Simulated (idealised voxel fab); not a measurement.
process module | voxel capacitor over wiring
cross-section cut | 200 nm wide | cells 5 nm
A cross-section is a grid of square cells, given in bands from the top down. A band is one or more rows of cells.
Each band's line starts with the height of the band's top and of its bottom, in nm. Then come its materials from left to right, each with its width in nm. One material with "throughout" fills the band from edge to edge. "air" is empty space.
Height 0 is the level under which the wafer as received is all one material. The lowest band goes on downwards, as in "0 down".
A width such as "30 to 40" changes by the same amount from each row of cells to the next, from the band's top row to its bottom row.
"no change" after a step means that no cell of the cross-section changed.
closed voids: empty space of 8 cells or more with no open way to the top, each as width x height at its distance from the left edge, in nm
after a step's settings: what the simulator itself notes on the step
overlay nm, on a step with a mask: how far to the right of its planned place the mask lay; to the left if negative
plan
1 op RECEIVE | material Si
2 op CONFORMAL_DEP | material SiO2 | thk nm 15
3 op DIRECTIONAL_DEP | material TiN | thk nm 5
4 op DIRECTIONAL_DEP | material Ru | thk nm 25
5 op PATTERN | tone cover | mask id METAL_1 | material resist | width nm 25 | pitch nm 85 | thk nm 20 | overlay nm 0
6 op DIRECTIONAL_ETCH | etch materials Ru | depth nm 25
7 op DIRECTIONAL_ETCH | etch materials TiN | depth nm 5
8 op STRIP | etch materials resist
9 op FILL_DEP | material SiO2 | thk nm 10
10 op CMP | height nm 45
11 op CONFORMAL_DEP | material SiCN | thk nm 5
12 op DIRECTIONAL_DEP | material lowk | thk nm 20
13 op MASKED_ETCH | tone open | mask id PLUG_1 | width nm 15 | etch materials lowk | depth nm 20 | overlay nm 0
14 op MASKED_ETCH | tone open | mask id PLUG_1 | width nm 15 | etch materials SiCN | depth nm 5 | overlay nm 0
15 op EPI | material Ru | thk nm 10
16 op EPI | material Ru | thk nm 10
17 op EPI | material Ru | thk nm 5
18 op DIRECTIONAL_DEP | material TiN | thk nm 10
19 op DIRECTIONAL_DEP | material HfO2 | thk nm 5
20 op DIRECTIONAL_DEP | material TiN | thk nm 10
21 op DIRECTIONAL_DEP | material aC | thk nm 10
22 op PATTERN | tone cover | mask id UPPER_PLATE | material resist | width nm 65 | thk nm 30 | overlay nm 0
23 op DIRECTIONAL_ETCH | etch materials aC | depth nm 10
24 op STRIP | etch materials resist
25 op DIRECTIONAL_ETCH | etch materials TiN | depth nm 10
26 op DIRECTIONAL_ETCH | etch materials HfO2 | depth nm 5
27 op STRIP | etch materials aC
28 op DIRECTIONAL_DEP | material aC | thk nm 15
29 op PATTERN | tone cover | mask id LOWER_PLATE | material resist | width nm 75 | thk nm 35 | overlay nm 0
30 op DIRECTIONAL_ETCH | etch materials aC | depth nm 15
31 op STRIP | etch materials resist
32 op DIRECTIONAL_ETCH | etch materials TiN | depth nm 10
33 op STRIP | etch materials aC
34 op FILL_DEP | material SiO2 | thk nm 20
35 op CMP | height nm 110
36 op PATTERN | tone open | mask id PLUG_2 | material resist | width nm 15 | thk nm 15 | overlay nm 0
37 op DIRECTIONAL_ETCH | etch materials SiO2 | depth nm 15
38 op STRIP | etch materials resist
39 op CONFORMAL_DEP | material TiN | thk nm 5
40 op FILL_DEP | material Ru | thk nm 10
41 op CMP | height nm 110
42 op CONFORMAL_DEP | material SiN | thk nm 5
first wafer, as planned
as received, after step 1
  0 down: Si throughout
  closed voids: none
after step 2
  15 to 0: SiO2 throughout
  below 0: unchanged
after step 3
  20 to 15: TiN throughout
  below 15: unchanged
after step 4
  45 to 20: Ru throughout
  below 20: unchanged
after step 5
  65 to 45: air 45 | resist 25 | air 60 | resist 25 | air 45
  below 45: unchanged
after step 6
  65 to 45: air 45 | resist 25 | air 60 | resist 25 | air 45
  45 to 20: air 45 | Ru 25 | air 60 | Ru 25 | air 45
  below 20: unchanged
after step 7
  65 to 45: air 45 | resist 25 | air 60 | resist 25 | air 45
  45 to 20: air 45 | Ru 25 | air 60 | Ru 25 | air 45
  20 to 15: air 45 | TiN 25 | air 60 | TiN 25 | air 45
  below 15: unchanged
after step 8
  45 to 20: air 45 | Ru 25 | air 60 | Ru 25 | air 45
  below 20: unchanged
after step 9
  55 to 45: SiO2 throughout
  45 to 20: SiO2 45 | Ru 25 | SiO2 60 | Ru 25 | SiO2 45
  20 to 15: SiO2 45 | TiN 25 | SiO2 60 | TiN 25 | SiO2 45
  below 15: unchanged
after step 10
  45 to 20: SiO2 45 | Ru 25 | SiO2 60 | Ru 25 | SiO2 45
  below 20: unchanged
after step 11
  50 to 45: SiCN throughout
  below 45: unchanged
after step 12
  70 to 50: lowk throughout
  below 50: unchanged
after step 13
  70 to 50: lowk 55 | air 15 | lowk 130
  below 50: unchanged
after step 14
  70 to 50: lowk 55 | air 15 | lowk 130
  50 to 45: SiCN 55 | air 15 | SiCN 130
  below 45: unchanged
after step 15
  70 to 55: lowk 55 | air 15 | lowk 130
  55 to 50: lowk 55 | Ru 15 | lowk 130
  50 to 45: SiCN 55 | Ru 15 | SiCN 130
  below 45: unchanged
after step 16
  70 to 65: lowk 55 | air 15 | lowk 130
  65 to 50: lowk 55 | Ru 15 | lowk 130
  below 50: unchanged
after step 17
  70 to 50: lowk 55 | Ru 15 | lowk 130
  below 50: unchanged
after step 18
  80 to 70: TiN throughout
  below 70: unchanged
after step 19
  85 to 80: HfO2 throughout
  below 80: unchanged
after step 20
  95 to 85: TiN throughout
  below 85: unchanged
after step 21
  105 to 95: aC throughout
  below 95: unchanged
after step 22
  135 to 105: air 55 | resist 65 | air 80
  below 105: unchanged
after step 23
  125 to 105: air 55 | resist 65 | air 80
  105 to 95: air 55 | aC 65 | air 80
  below 95: unchanged
after step 24
  105 to 95: air 55 | aC 65 | air 80
  below 95: unchanged
after step 25
  105 to 95: air 55 | aC 65 | air 80
  95 to 85: air 55 | TiN 65 | air 80
  below 85: unchanged
after step 26
  105 to 95: air 55 | aC 65 | air 80
  95 to 85: air 55 | TiN 65 | air 80
  85 to 80: air 55 | HfO2 65 | air 80
  below 80: unchanged
after step 27
  95 to 85: air 55 | TiN 65 | air 80
  below 85: unchanged
after step 28
  110 to 95: air 55 | aC 65 | air 80
  95 to 85: aC 55 | TiN 65 | aC 80
  85 to 80: aC 55 | HfO2 65 | aC 80
  below 80: unchanged
after step 29
  145 to 110: air 50 | resist 75 | air 75
  110 to 95: air 50 | resist 5 | aC 65 | resist 5 | air 75
  below 95: unchanged
after step 30
  130 to 110: air 50 | resist 75 | air 75
  110 to 95: air 50 | resist 5 | aC 65 | resist 5 | air 75
  95 to 85: air 50 | aC 5 | TiN 65 | aC 5 | air 75
  85 to 80: air 50 | aC 5 | HfO2 65 | aC 5 | air 75
  below 80: unchanged
after step 31
  110 to 95: air 55 | aC 65 | air 80
  below 95: unchanged
after step 32
  110 to 95: air 55 | aC 65 | air 80
  95 to 85: air 50 | aC 5 | TiN 65 | aC 5 | air 75
  85 to 80: air 50 | aC 5 | HfO2 65 | aC 5 | air 75
  80 to 70: air 50 | TiN 75 | air 75
  below 70: unchanged
after step 33
  95 to 85: air 55 | TiN 65 | air 80
  85 to 80: air 55 | HfO2 65 | air 80
  below 80: unchanged
after step 34
  115 to 95: SiO2 throughout
  95 to 85: SiO2 55 | TiN 65 | SiO2 80
  85 to 80: SiO2 55 | HfO2 65 | SiO2 80
  80 to 70: SiO2 50 | TiN 75 | SiO2 75
  below 70: unchanged
after step 35
  110 to 95: SiO2 throughout
  below 95: unchanged
after step 36
  125 to 110: resist 65 | air 15 | resist 120
  below 110: unchanged
after step 37
  125 to 110: resist 65 | air 15 | resist 120
  110 to 95: SiO2 65 | air 15 | SiO2 120
  below 95: unchanged
after step 38
  110 to 95: SiO2 65 | air 15 | SiO2 120
  below 95: unchanged
after step 39
  115 to 110: TiN 70 | air 5 | TiN 125
  110 to 100: SiO2 65 | TiN 5 | air 5 | TiN 5 | SiO2 120
  100 to 95: SiO2 65 | TiN 15 | SiO2 120
  below 95: unchanged
after step 40
  125 to 115: Ru throughout
  115 to 110: TiN 70 | Ru 5 | TiN 125
  110 to 100: SiO2 65 | TiN 5 | Ru 5 | TiN 5 | SiO2 120
  below 100: unchanged
after step 41
  110 to 100: SiO2 65 | TiN 5 | Ru 5 | TiN 5 | SiO2 120
  below 100: unchanged
after step 42
  115 to 110: SiN throughout
  below 110: unchanged
second wafer: like start, like plan, one mistake. Through step 17 it matches the first wafer
when step 18 should have ended
  75 to 70: HfO2 throughout
  below 70: unchanged
when step 19 should have ended
  85 to 75: TiN throughout
  below 75: unchanged
when step 20 should have ended
  95 to 75: TiN throughout
  below 75: unchanged
when step 21 should have ended
  105 to 95: aC throughout
  below 95: unchanged
when step 22 should have ended
  135 to 105: air 55 | resist 65 | air 80
  below 105: unchanged
when step 23 should have ended
  125 to 105: air 55 | resist 65 | air 80
  105 to 95: air 55 | aC 65 | air 80
  below 95: unchanged
when step 24 should have ended
  105 to 95: air 55 | aC 65 | air 80
  below 95: unchanged
when step 25 should have ended
  105 to 95: air 55 | aC 65 | air 80
  95 to 85: air 55 | TiN 65 | air 80
  below 85: unchanged
when step 26 should have ended: no change
when step 27 should have ended
  95 to 85: air 55 | TiN 65 | air 80
  below 85: unchanged
when step 28 should have ended
  110 to 100: air 55 | aC 65 | air 80
  100 to 95: aC throughout
  95 to 85: aC 55 | TiN 65 | aC 80
  below 85: unchanged
when step 29 should have ended
  145 to 110: air 50 | resist 75 | air 75
  110 to 100: air 50 | resist 5 | aC 65 | resist 5 | air 75
  below 100: unchanged
when step 30 should have ended
  130 to 110: air 50 | resist 75 | air 75
  110 to 100: air 50 | resist 5 | aC 65 | resist 5 | air 75
  100 to 95: air 50 | aC 75 | air 75
  95 to 85: air 50 | aC 5 | TiN 65 | aC 5 | air 75
  below 85: unchanged
when step 31 should have ended
  110 to 100: air 55 | aC 65 | air 80
  below 100: unchanged
when step 32 should have ended
  110 to 100: air 55 | aC 65 | air 80
  100 to 95: air 50 | aC 75 | air 75
  95 to 85: air 50 | aC 5 | TiN 65 | aC 5 | air 75
  85 to 75: air 50 | TiN 75 | air 75
  below 75: unchanged
when step 33 should have ended
  95 to 85: air 55 | TiN 65 | air 80
  below 85: unchanged
when step 34 should have ended
  115 to 95: SiO2 throughout
  95 to 85: SiO2 55 | TiN 65 | SiO2 80
  85 to 75: SiO2 50 | TiN 75 | SiO2 75
  below 75: unchanged
when step 35 should have ended
  110 to 95: SiO2 throughout
  below 95: unchanged
when step 36 should have ended
  125 to 110: resist 65 | air 15 | resist 120
  below 110: unchanged
when step 37 should have ended
  125 to 110: resist 65 | air 15 | resist 120
  110 to 95: SiO2 65 | air 15 | SiO2 120
  below 95: unchanged
when step 38 should have ended
  110 to 95: SiO2 65 | air 15 | SiO2 120
  below 95: unchanged
when step 39 should have ended
  115 to 110: TiN 70 | air 5 | TiN 125
  110 to 100: SiO2 65 | TiN 5 | air 5 | TiN 5 | SiO2 120
  100 to 95: SiO2 65 | TiN 15 | SiO2 120
  below 95: unchanged
when step 40 should have ended
  125 to 115: Ru throughout
  115 to 110: TiN 70 | Ru 5 | TiN 125
  110 to 100: SiO2 65 | TiN 5 | Ru 5 | TiN 5 | SiO2 120
  below 100: unchanged
when step 41 should have ended
  110 to 100: SiO2 65 | TiN 5 | Ru 5 | TiN 5 | SiO2 120
  below 100: unchanged
when step 42 should have ended
  115 to 110: SiN throughout
  below 110: unchanged
what went wrong: steps 18 and 19 were swapped
at the end the second wafer has, in cells: 27 more of HfO2 | 27 fewer of SiO2
